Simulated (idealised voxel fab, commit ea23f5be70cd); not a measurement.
Process module in this document: voxel capacitor over wiring
300 nm wide, 5 nm square cells: that's cross-section cut.
Reading order for cross-sections: top band down to bottom band. Underlying form: a grid of square cells. Band size: one or more rows of cells. Top, bottom (nm), then materials left to right with widths (nm); lone material tagged "everywhere" fills the whole band edge to edge; "blank" = empty space. Heights are expressed relative to 0, this being the level below which the as-received wafer comprises one material exclusively. The lowest band is unbounded in the downward direction and is denoted as in "0 nm and below". Top row gets the first number, bottom row gets the second, and each row in between changes by the same step: that is how a band width like "30..40" works. Step marked "no change occurred"? Then no cell in the cross-section changed in it. The list in "Voids lacking openings" covers empty spaces of 8 cells or more that cannot reach the top through any open way, and it gives each as width x height at distance; the distance is from the left edge, and width, height and distance are in nm. after a step's settings: what the simulator itself notes on the step. The setting "overlay nm" may be written on the line of a step. When the step uses a mask, the value reports how far to the right of the planned place the mask lay, and a negative value reports that it lay to the left.
[These are the steps we planned for the process]
- 1: RECEIVE (material Si)
- 2: CONFORMAL_DEP (material SiO2; thk nm 15)
- 3: CONFORMAL_DEP (material SiN; thk nm 5)
- 4: DIRECTIONAL_DEP (material SiO2; thk nm 15)
- 5: PATTERN (tone open; mask id METAL_1; material resist; width nm 25; pitch nm 85; thk nm 20; overlay nm 0)
- 6: DIRECTIONAL_ETCH (etch materials SiO2; depth nm 15)
- 7: DIRECTIONAL_ETCH (etch materials SiN; depth nm 5)
- 8: STRIP (etch materials resist)
- 9: CONFORMAL_DEP (material TiN; thk nm 5)
- 10: FILL_DEP (material Cu; thk nm 5)
- 11: CMP (height nm 35)
- 12: EPI (material Ru; thk nm 5)
- 13: FILL_DEP (material SiCN; thk nm 5)
- 14: DIRECTIONAL_DEP (material SiO2; thk nm 20)
- 15: PATTERN (tone open; mask id PLUG_1; material resist; width nm 15; thk nm 15; overlay nm 0)
- 16: DIRECTIONAL_ETCH (etch materials SiO2; depth nm 20)
- 17: DIRECTIONAL_ETCH (etch materials SiCN; depth nm 5)
- 18: STRIP (etch materials resist)
- 19: CONFORMAL_DEP (material TiN; thk nm 5)
- 20: FILL_DEP (material W; thk nm 5)
- 21: CMP (height nm 65)
- 22: DIRECTIONAL_DEP (material TiN; thk nm 5)
- 23: DIRECTIONAL_DEP (material SiN; thk nm 5)
- 24: DIRECTIONAL_DEP (material TiN; thk nm 5)
- 25: DIRECTIONAL_DEP (material aC; thk nm 15)
- 26: PATTERN (tone cover; mask id UPPER_PLATE; material resist; width nm 65; thk nm 35; overlay nm 0)
- 27: DIRECTIONAL_ETCH (etch materials aC; depth nm 15)
- 28: STRIP (etch materials resist)
- 29: DIRECTIONAL_ETCH (etch materials TiN; depth nm 5)
- 30: DIRECTIONAL_ETCH (etch materials SiN; depth nm 5)
- 31: STRIP (etch materials aC)
- 32: MASKED_ETCH (tone cover; mask id LOWER_PLATE; width nm 75; etch materials TiN; depth nm 5; overlay nm 0)
- 33: FILL_DEP (material SiO2; thk nm 20)
- 34: CMP (height nm 95)
- 35: PATTERN (tone open; mask id PLUG_2; material resist; width nm 15; thk nm 20; overlay nm 0)
- 36: DIRECTIONAL_ETCH (etch materials SiO2; depth nm 15)
- 37: STRIP (etch materials resist)
- 38: CONFORMAL_DEP (material TiN; thk nm 5)
- 39: FILL_DEP (material W; thk nm 5)
- 40: CMP (height nm 95)
- 41: CONFORMAL_DEP (material SiN; thk nm 5)
[Cross-section of the incoming wafer, state after step 1]
- 0 nm and below  Si everywhere
- Voids lacking openings: none
[Cross-section: first of two wafers, module finished, run according to plan]
- 100 nm to 95 nm  SiN everywhere
- 95 nm to 85 nm  115 SiO2; 5 TiN; 5 W; 5 TiN; 170 SiO2
- 85 nm to 75 nm  115..105 SiO2; 15..65 TiN; 170..130 SiO2
- 75 nm to 70 nm  105 SiO2; 65 SiN; 130 SiO2
- 70 nm to 65 nm  100 SiO2; 75 TiN; 125 SiO2
- 65 nm to 45 nm  105 SiO2; 5 TiN; 5 W; 5 TiN; 180 SiO2
- 45 nm to 40 nm  105 SiCN; 15 TiN; 180 SiCN
- 40 nm to 35 nm  90 SiCN; 35 Ru; 50 SiCN; 35 Ru; 90 SiCN
- 35 nm to 20 nm  95 SiO2; 5 TiN; 15 Cu; 5 TiN; 60 SiO2; 5 TiN; 15 Cu; 5 TiN; 95 SiO2
- 20 nm to 15 nm  95 SiN; 25 TiN; 60 SiN; 25 TiN; 95 SiN
- 15 nm to 0 nm  SiO2 everywhere
- 0 nm and below  Si everywhere
- Voids lacking openings: none
[Cross-sectional view: second of two wafers, end of module; start and plan identical to the first, one mistake in running]
- 100 nm to 95 nm  SiN everywhere
- 95 nm to 85 nm  115 SiO2; 5 TiN; 5 W; 5 TiN; 170 SiO2
- 85 nm to 75 nm  115..105 SiO2; 15..65 TiN; 170..130 SiO2
- 75 nm to 70 nm  105 SiO2; 65 SiN; 130 SiO2
- 70 nm to 65 nm  100 SiO2; 75 TiN; 125 SiO2
- 65 nm to 60 nm  105 SiCN; 15 TiN; 180 SiCN
- 60 nm to 55 nm  90 SiCN; 35 SiO2; 50 SiCN; 35 SiO2; 90 SiCN
- 55 nm to 40 nm  SiO2 everywhere
- 40 nm to 35 nm  90 SiO2; 35 Ru; 50 SiO2; 35 Ru; 90 SiO2
- 35 nm to 20 nm  95 SiO2; 5 TiN; 15 Cu; 5 TiN; 60 SiO2; 5 TiN; 15 Cu; 5 TiN; 95 SiO2
- 20 nm to 15 nm  95 SiN; 25 TiN; 60 SiN; 25 TiN; 95 SiN
- 15 nm to 0 nm  SiO2 everywhere
- 0 nm and below  Si everywhere
- Voids lacking openings: none
The plan and the run diverged here: a sequencing error occurred in which plan steps 13 and 14 were transposed
Heads up, by the end the second wafer has more or fewer cells of some materials compared to the first: +12 SiO2 | -8 TiN | -4 W
